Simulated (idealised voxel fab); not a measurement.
Module name: voxel wiring stack (process module)
This is section cut - it's 260 nm across, gridded in 5 nm square cells.
Format of a cross-section: grid, square cells. Given as bands. Order: top down. Band: one or more rows of cells. Read a band's entry like this: the first values are the height of its top and the height of its bottom in nm, and what follows is the sequence of materials from left to right, each with its width in nm. Note that "air" is empty space, and that a single material marked "everywhere" reaches across the band from edge to edge. Heights from 0 (as-received wafer is one material below). Bottom band endless downward, as "0 -> down". Read "30..40" as a graded width: first number on top, second number at the bottom, same change between each pair of neighbouring rows. Any step labelled "all unchanged" changed none of the cells in the cross-section. The label "Completely sealed voids" introduces a list of the empty spaces, 8 cells or larger, that have no open way up to the top; each entry in it reads width x height at distance, where the distance is taken from the left edge and all three are stated in nm. after a step's settings: what the simulator itself notes on the step. Each step line may optionally specify "overlay nm", which for a step with a mask gives the rightward distance between the mask's planned place and where it lay, a negative value indicating the leftward direction.

Process steps - plan:
- 1: RECEIVE (material Si)
- 2: CONFORMAL_DEP (material SiO2; thk nm 15)
- 3: DIRECTIONAL_DEP (material TiN; thk nm 5)
- 4: DIRECTIONAL_DEP (material W; thk nm 15)
- 5: DIRECTIONAL_DEP (material aC; thk nm 10)
- 6: PATTERN (tone cover; mask id METAL_1; material resist; width nm 20; pitch nm 50; thk nm 25; overlay nm 0)
- 7: DIRECTIONAL_ETCH (etch materials aC; depth nm 10)
- 8: STRIP (etch materials resist)
- 9: DIRECTIONAL_ETCH (etch materials W; depth nm 15)
- 10: DIRECTIONAL_ETCH (etch materials TiN; depth nm 5)
- 11: STRIP (etch materials aC)
- 12: FILL_DEP (material SiO2; thk nm 5)
- 13: CMP (height nm 35)
- 14: CONFORMAL_DEP (material SiCN; thk nm 5)
- 15: DIRECTIONAL_DEP (material SiO2; thk nm 20)
- 16: PATTERN (tone open; mask id PLUG_1; material resist; width nm 15; pitch nm 50; thk nm 15; overlay nm 0)
- 17: DIRECTIONAL_ETCH (etch materials SiO2; depth nm 20)
- 18: DIRECTIONAL_ETCH (etch materials SiCN; depth nm 5)
- 19: STRIP (etch materials resist)
- 20: CONFORMAL_DEP (material TiN; thk nm 5)
- 21: FILL_DEP (material Cu; thk nm 10)
- 22: CMP (height nm 60)
- 23: CONFORMAL_DEP (material SiN; thk nm 5)
- 24: DIRECTIONAL_DEP (material lowk; thk nm 25)
- 25: DIRECTIONAL_DEP (material aC; thk nm 15)
- 26: PATTERN (tone open; mask id METAL_2; material resist; width nm 20; pitch nm 50; thk nm 35; overlay nm 0)
- 27: DIRECTIONAL_ETCH (etch materials aC; depth nm 15)
- 28: STRIP (etch materials resist)
- 29: DIRECTIONAL_ETCH (etch materials lowk; depth nm 25)
- 30: DIRECTIONAL_ETCH (etch materials SiN; depth nm 5)
- 31: STRIP (etch materials aC)
- 32: CONFORMAL_DEP (material TiN; thk nm 5)
- 33: FILL_DEP (material W; thk nm 10)
- 34: CMP (height nm 90)
- 35: EPI (material Ru; thk nm 5)
- 36: FILL_DEP (material SiCN; thk nm 5)
- 37: DIRECTIONAL_DEP (material lowk; thk nm 35)
- 38: DIRECTIONAL_DEP (material aC; thk nm 15)
- 39: PATTERN (tone open; mask id METAL_3; material resist; width nm 20; pitch nm 50; thk nm 35; overlay nm 0)
- 40: DIRECTIONAL_ETCH (etch materials aC; depth nm 15)
- 41: STRIP (etch materials resist)
- 42: DIRECTIONAL_ETCH (etch materials lowk; depth nm 20)
- 43: STRIP (etch materials aC)
- 44: DIRECTIONAL_DEP (material aC; thk nm 10)
- 45: PATTERN (tone open; mask id METAL_3_HOLES; material resist; width nm 15; pitch nm 50; thk nm 30; overlay nm 0)
- 46: DIRECTIONAL_ETCH (etch materials aC; depth nm 10)
- 47: STRIP (etch materials resist)
- 48: DIRECTIONAL_ETCH (etch materials lowk; depth nm 15)
- 49: DIRECTIONAL_ETCH (etch materials SiCN; depth nm 5)
- 50: STRIP (etch materials aC)
- 51: CONFORMAL_DEP (material TiN; thk nm 5)
- 52: FILL_DEP (material Ru; thk nm 10)
- 53: CMP (height nm 135)
- 54: CONFORMAL_DEP (material SiCN; thk nm 5)
- 55: DIRECTIONAL_DEP (material lowk; thk nm 25)
- 56: PATTERN (tone open; mask id METAL_4; material resist; width nm 20; pitch nm 50; thk nm 20; overlay nm 0)
- 57: DIRECTIONAL_ETCH (etch materials lowk; depth nm 15)
- 58: STRIP (etch materials resist)
- 59: MASKED_ETCH (tone open; mask id METAL_4_HOLES; width nm 15; pitch nm 50; etch materials lowk; depth nm 10; overlay nm 0)
- 60: MASKED_ETCH (tone open; mask id METAL_4_HOLES; width nm 15; pitch nm 50; etch materials SiCN; depth nm 5; overlay nm 0)
- 61: CONFORMAL_DEP (material TiN; thk nm 5)
- 62: FILL_DEP (material Cu; thk nm 10)
- 63: CMP (height nm 165)
- 64: CONFORMAL_DEP (material SiN; thk nm 5)

Cross-sectional view of the wafer in its as-received condition, corresponding to the state after step 1:
> 0 -> down: Si everywhere
> Completely sealed voids: none

Cross-section at module end, one run error; start and plan unchanged from above:
> 170 -> 165: SiN everywhere
> 165 -> 155: lowk=70  TiN=5  Cu=10  TiN=5  lowk=30  TiN=5  Cu=10  TiN=5  lowk=30  TiN=5  Cu=10  TiN=5  lowk=70
> 155 -> 150: lowk=70  TiN=5  Cu=5  TiN=10  lowk=30  TiN=5  Cu=5  TiN=10  lowk=30  TiN=5  Cu=5  TiN=10  lowk=70
> 150 -> 140: lowk=70  TiN=5  Cu=5  TiN=5  lowk=35  TiN=5  Cu=5  TiN=5  lowk=35  TiN=5  Cu=5  TiN=5  lowk=75
> 140 -> 135: SiCN=70  TiN=15  SiCN=35  TiN=15  SiCN=35  TiN=15  SiCN=75
> 135 -> 120: lowk=70  TiN=5  Ru=10  TiN=5  lowk=30  TiN=5  Ru=10  TiN=5  lowk=30  TiN=5  Ru=10  TiN=5  lowk=70
> 120 -> 115: lowk=70  TiN=5  Ru=5  TiN=10  lowk=30  TiN=5  Ru=5  TiN=10  lowk=30  TiN=5  Ru=5  TiN=10  lowk=70
> 115 -> 100: lowk=70  TiN=5  Ru=5  TiN=5  lowk=35  TiN=5  Ru=5  TiN=5  lowk=35  TiN=5  Ru=5  TiN=5  lowk=75
> 100 -> 95: SiCN=70  TiN=15  SiCN=35  TiN=15  SiCN=35  TiN=15  SiCN=75
> 95 -> 90: SiCN=60  Ru=30  SiCN=20  Ru=30  SiCN=20  Ru=30  SiCN=70
> 90 -> 65: lowk=65  TiN=5  W=10  TiN=5  lowk=30  TiN=5  W=10  TiN=5  lowk=30  TiN=5  W=10  TiN=5  lowk=75
> 65 -> 60: SiN=65  TiN=20  SiN=30  TiN=20  SiN=30  TiN=20  SiN=75
> 60 -> 40: SiO2=70  TiN=5  Cu=5  TiN=5  SiO2=35  TiN=5  Cu=5  TiN=5  SiO2=35  TiN=5  Cu=5  TiN=5  SiO2=75
> 40 -> 35: SiCN=70  TiN=15  SiCN=35  TiN=15  SiCN=35  TiN=15  SiCN=75
> 35 -> 20: SiO2=70  W=20  SiO2=30  W=20  SiO2=30  W=20  SiO2=70
> 20 -> 15: SiO2=70  TiN=20  SiO2=30  TiN=20  SiO2=30  TiN=20  SiO2=70
> 15 -> 0: SiO2 everywhere
> 0 -> down: Si everywhere
> Completely sealed voids: none
What went wrong in running the wafer? step 26 was not run as planned; what actually ran was PATTERN (tone open; mask id METAL_2; material resist; width nm 20; pitch nm 50; thk nm 35; overlay nm -5)
